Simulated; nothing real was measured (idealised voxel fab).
The name of this process module is voxel wiring stack.
Shown is cross-section cut, with a width of 290 nm and square cells of size 5 nm.
Cross-section layout: square cells on a grid; listed as bands, top to bottom; a band spans one or more cell rows. Heights first: top, then bottom, in nm. Then materials, left to right, each with a width in nm. "throughout" on a single material: fills the band edge to edge. "air": empty space. A quick word on heights: they are counted from 0, and under that level the wafer as it came to us is one material throughout. The lowest band is different from the rest in having no bottom; it simply continues downward, written as in "0 down". The width entry "30 to 40" should be interpreted row by row: the top row of cells in the band takes the first number, the bottom row takes the second number, and the change between adjacent rows is uniform throughout. Given "changes: none" for a step, no cell of the cross-section differs between before and after that step. Under "Sealed void inventory" you'll find the enclosed gaps, the ones with no way out to the top, that are 8 cells or bigger; each reads width x height at distance, with distance counted from the left edge, everything in nm. Heads up: the bit after the settings on a step's line is the simulator's remark on that step. What "overlay nm" on a step's line means: if the step has a mask, that mask lay this far to the right of its planned place, or, when the value is negative, to the left.

### The planned process steps are enumerated hereunder
| 1 | RECEIVE | material Si |
| 2 | CONFORMAL_DEP | material SiO2 | thk nm 15 |
| 3 | CONFORMAL_DEP | material SiCN | thk nm 5 |
| 4 | DIRECTIONAL_DEP | material lowk | thk nm 20 |
| 5 | DIRECTIONAL_DEP | material aC | thk nm 10 |
| 6 | PATTERN | tone open | mask id METAL_1 | material resist | width nm 30 | pitch nm 45 | thk nm 25 | overlay nm 0 |
| 7 | DIRECTIONAL_ETCH | etch materials aC | depth nm 10 |
| 8 | STRIP | etch materials resist |
| 9 | DIRECTIONAL_ETCH | etch materials lowk | depth nm 20 |
| 10 | DIRECTIONAL_ETCH | etch materials SiCN | depth nm 5 |
| 11 | STRIP | etch materials aC |
| 12 | CONFORMAL_DEP | material TiN | thk nm 5 |
| 13 | FILL_DEP | material Cu | thk nm 10 |
| 14 | CMP | height nm 40 |
| 15 | CONFORMAL_DEP | material SiCN | thk nm 5 |
| 16 | DIRECTIONAL_DEP | material SiO2 | thk nm 15 |
| 17 | PATTERN | tone open | mask id PLUG_1 | material resist | width nm 15 | pitch nm 45 | thk nm 15 | overlay nm 0 |
| 18 | DIRECTIONAL_ETCH | etch materials SiO2 | depth nm 15 |
| 19 | DIRECTIONAL_ETCH | etch materials SiCN | depth nm 5 |
| 20 | STRIP | etch materials resist |
| 21 | EPI | material Ru | thk nm 10 |
| 22 | EPI | material Ru | thk nm 10 |
| 23 | CONFORMAL_DEP | material SiCN | thk nm 5 |
| 24 | DIRECTIONAL_DEP | material lowk | thk nm 20 |
| 25 | MASKED_ETCH | tone open | mask id METAL_2 | width nm 30 | pitch nm 45 | etch materials lowk | depth nm 20 | overlay nm 0 |
| 26 | MASKED_ETCH | tone open | mask id METAL_2 | width nm 30 | pitch nm 45 | etch materials SiCN | depth nm 5 | overlay nm 0 |
| 27 | CONFORMAL_DEP | material TiN | thk nm 5 |
| 28 | FILL_DEP | material W | thk nm 10 |
| 29 | CMP | height nm 85 |
| 30 | CONFORMAL_DEP | material SiCN | thk nm 5 |
| 31 | DIRECTIONAL_DEP | material lowk | thk nm 15 |
| 32 | PATTERN | tone open | mask id METAL_3_HOLES | material resist | width nm 15 | pitch nm 90 | thk nm 15 | overlay nm 0 |
| 33 | DIRECTIONAL_ETCH | etch materials lowk | depth nm 25 |
| 34 | STRIP | etch materials resist |
| 35 | DIRECTIONAL_DEP | material aC | thk nm 15 |
| 36 | PATTERN | tone open | mask id METAL_3 | material resist | width nm 30 | pitch nm 45 | thk nm 35 | overlay nm 0 |
| 37 | DIRECTIONAL_ETCH | etch materials aC | depth nm 15 |
| 38 | STRIP | etch materials resist |
| 39 | DIRECTIONAL_ETCH | etch materials lowk | depth nm 15 |
| 40 | DIRECTIONAL_ETCH | etch materials SiCN | depth nm 5 |
| 41 | STRIP | etch materials aC |
| 42 | CONFORMAL_DEP | material TiN | thk nm 5 |
| 43 | FILL_DEP | material Cu | thk nm 5 |
| 44 | CMP | height nm 115 |
| 45 | CONFORMAL_DEP | material SiCN | thk nm 5 |
Keep in mind the plan's value for the thk nm of step 31 comes from the first wafer; the wafers don't share that setting, but they do share the same starting point.

### The first of several wafers as received, shown in cross-section; this is its state after step 1
* 0 down = Si throughout
* Sealed void inventory: none

### Cross-section of the first of several wafers, taken after step 45, where the module ends
* 120 to 115 = SiCN throughout
* 115 to 110 = Cu throughout
* 110 to 105 = 65 nm TiN; 20 nm Cu; 25 nm TiN; 20 nm Cu; 25 nm TiN; 20 nm Cu; 25 nm TiN; 20 nm Cu; 70 nm TiN
* 105 to 90 = 60 nm lowk; 5 nm TiN; 20 nm Cu; 5 nm TiN; 15 nm lowk; 5 nm TiN; 20 nm Cu; 5 nm TiN; 15 nm lowk; 5 nm TiN; 20 nm Cu; 5 nm TiN; 15 nm lowk; 5 nm TiN; 20 nm Cu; 5 nm TiN; 65 nm lowk
* 90 to 85 = 60 nm SiCN; 30 nm TiN; 15 nm SiCN; 30 nm TiN; 15 nm SiCN; 30 nm TiN; 15 nm SiCN; 30 nm TiN; 65 nm SiCN
* 85 to 65 = 60 nm lowk; 5 nm TiN; 20 nm W; 5 nm TiN; 15 nm lowk; 5 nm TiN; 20 nm W; 5 nm TiN; 15 nm lowk; 5 nm TiN; 20 nm W; 5 nm TiN; 15 nm lowk; 5 nm TiN; 20 nm W; 5 nm TiN; 65 nm lowk
* 65 to 60 = 60 nm SiCN; 30 nm TiN; 15 nm SiCN; 30 nm TiN; 15 nm SiCN; 30 nm TiN; 15 nm SiCN; 30 nm TiN; 65 nm SiCN
* 60 to 45 = 60 nm SiO2; 15 nm Ru; 30 nm SiO2; 15 nm Ru; 30 nm SiO2; 15 nm Ru; 30 nm SiO2; 15 nm Ru; 80 nm SiO2
* 45 to 40 = 60 nm SiCN; 15 nm Ru; 30 nm SiCN; 15 nm Ru; 30 nm SiCN; 15 nm Ru; 30 nm SiCN; 15 nm Ru; 80 nm SiCN
* 40 to 20 = 60 nm lowk; 5 nm TiN; 20 nm Cu; 5 nm TiN; 15 nm lowk; 5 nm TiN; 20 nm Cu; 5 nm TiN; 15 nm lowk; 5 nm TiN; 20 nm Cu; 5 nm TiN; 15 nm lowk; 5 nm TiN; 20 nm Cu; 5 nm TiN; 65 nm lowk
* 20 to 15 = 60 nm SiCN; 30 nm TiN; 15 nm SiCN; 30 nm TiN; 15 nm SiCN; 30 nm TiN; 15 nm SiCN; 30 nm TiN; 65 nm SiCN
* 15 to 0 = SiO2 throughout
* 0 down = Si throughout
* Sealed void inventory: none

### Last wafer x-sec, end of module
* 120 to 115 = SiCN throughout
* 115 to 90 = 60 nm lowk; 5 nm TiN; 5 nm Cu; 5 nm TiN; 75 nm lowk; 5 nm TiN; 5 nm Cu; 5 nm TiN; 125 nm lowk
* 90 to 85 = 60 nm SiCN; 15 nm TiN; 75 nm SiCN; 15 nm TiN; 125 nm SiCN
* 85 to 65 = 60 nm lowk; 5 nm TiN; 20 nm W; 5 nm TiN; 15 nm lowk; 5 nm TiN; 20 nm W; 5 nm TiN; 15 nm lowk; 5 nm TiN; 20 nm W; 5 nm TiN; 15 nm lowk; 5 nm TiN; 20 nm W; 5 nm TiN; 65 nm lowk
* 65 to 60 = 60 nm SiCN; 30 nm TiN; 15 nm SiCN; 30 nm TiN; 15 nm SiCN; 30 nm TiN; 15 nm SiCN; 30 nm TiN; 65 nm SiCN
* 60 to 45 = 60 nm SiO2; 15 nm Ru; 30 nm SiO2; 15 nm Ru; 30 nm SiO2; 15 nm Ru; 30 nm SiO2; 15 nm Ru; 80 nm SiO2
* 45 to 40 = 60 nm SiCN; 15 nm Ru; 30 nm SiCN; 15 nm Ru; 30 nm SiCN; 15 nm Ru; 30 nm SiCN; 15 nm Ru; 80 nm SiCN
* 40 to 20 = 60 nm lowk; 5 nm TiN; 20 nm Cu; 5 nm TiN; 15 nm lowk; 5 nm TiN; 20 nm Cu; 5 nm TiN; 15 nm lowk; 5 nm TiN; 20 nm Cu; 5 nm TiN; 15 nm lowk; 5 nm TiN; 20 nm Cu; 5 nm TiN; 65 nm lowk
* 20 to 15 = 60 nm SiCN; 30 nm TiN; 15 nm SiCN; 30 nm TiN; 15 nm SiCN; 30 nm TiN; 15 nm SiCN; 30 nm TiN; 65 nm SiCN
* 15 to 0 = SiO2 throughout
* 0 down = Si throughout
* Sealed void inventory: none

### The rows of the table below are wafers. Looking at the end of the module, a row counts, for every material, the cells the wafer has gained, shown as (+), or lost, shown as (-), since it was received; its closed voids come next
thk nm 15, +186 Cu, +48 Ru, +206 SiCN, +312 SiO2, +202 TiN, +64 W, +374 lowk, Sealed void inventory: none
thk nm 20, +116 Cu, +48 Ru, +224 SiCN, +312 SiO2, +202 TiN, +64 W, +426 lowk, Sealed void inventory: none
thk nm 25, +102 Cu, +48 Ru, +224 SiCN, +312 SiO2, +164 TiN, +64 W, +478 lowk, Sealed void inventory: none
thk nm 30, +88 Cu, +48 Ru, +224 SiCN, +312 SiO2, +160 TiN, +64 W, +496 lowk, Sealed void inventory: none
thk nm 35, +74 Cu, +48 Ru, +224 SiCN, +312 SiO2, +156 TiN, +64 W, +514 lowk, Sealed void inventory: none
thk nm 40, +74 Cu, +48 Ru, +224 SiCN, +312 SiO2, +138 TiN, +64 W, +532 lowk, Sealed void inventory: none
